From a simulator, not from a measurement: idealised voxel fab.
The following is a process module called voxel self aligned contacts.
Each square cell in cross-section cut measures 5 nm, and the section as a whole is 180 nm wide.
We lay out every cross-section as a grid of square cells and spell it out in bands from the top down, where one band means one or more rows of cells.
The entry gives the band's vertical extent as a top height and a bottom height in nm, then its horizontal make-up as materials from left to right, each with a width in nm. "air" stands for empty space; a single material marked "full width" fills the band edge to edge.
Height 0 is the level under which the wafer as received is all one material. The lowest band goes on downwards, as in "0 down".
Width "30->40": first value at the band's top row of cells, second value at its bottom row, equal change from row to row.
"remained the same" (step): cross-section cells unchanged, all of them.
Listed in "Voids, fully enclosed": every empty space of 8 or more cells without an open way to the top. Form: width x height at distance, the distance being from the left edge, all in nm.
If you see something after the settings on a step's line, that's the simulator's own remark about that step.
overlay nm, on a step with a mask: how far to the right of its planned place the mask lay; to the left if negative
Steps planned for the process
1,RECEIVE | material Si
2,CONFORMAL_DEP | material SiO2 | thk nm 5
3,DIRECTIONAL_DEP | material polySi | thk nm 30
4,DIRECTIONAL_DEP | material SiN | thk nm 20
5,MASKED_ETCH | tone cover | mask id GATE | width nm 30 | pitch nm 65 | etch materials SiN | depth nm 20 | overlay nm 0
6,MASKED_ETCH | tone cover | mask id GATE | width nm 30 | pitch nm 65 | etch materials polySi | depth nm 30 | overlay nm 0
7,CONFORMAL_DEP | material SiN | thk nm 10
8,DIRECTIONAL_ETCH | etch materials SiN | depth nm 10
9,FILL_DEP | material SiO2 | thk nm 15
10,CMP | height nm 65
11,PATTERN | tone open | mask id CONTACT | material resist | width nm 45 | thk nm 20 | overlay nm 0
12,DIRECTIONAL_ETCH | etch materials SiO2 | depth nm 65
13,STRIP | etch materials resist
14,CONFORMAL_DEP | material TiN | thk nm 5
15,FILL_DEP | material Ru | thk nm 10
16,CMP | height nm 65
17,CONFORMAL_DEP | material SiN | thk nm 5
Split variable: thk nm, step 14. Plan value = first wafer. Wafers start alike.
Cross-section: the first of several wafers in its as-received state, i.e. following step 1
  0 down = Si full width
  Voids, fully enclosed: none
each wafer at the end: cells of each material gained (+) or lost (-) since it was received, then its closed voids
thk nm 5, +18 Ru, +164 SiN, +217 SiO2, +33 TiN, +72 polySi, Voids, fully enclosed: none
thk nm 10, +164 SiN, +217 SiO2, +51 TiN, +72 polySi, Voids, fully enclosed: none
thk nm 15, +164 SiN, +217 SiO2, +51 TiN, +72 polySi, Voids, fully enclosed: none
thk nm 20, +164 SiN, +217 SiO2, +51 TiN, +72 polySi, Voids, fully enclosed: none
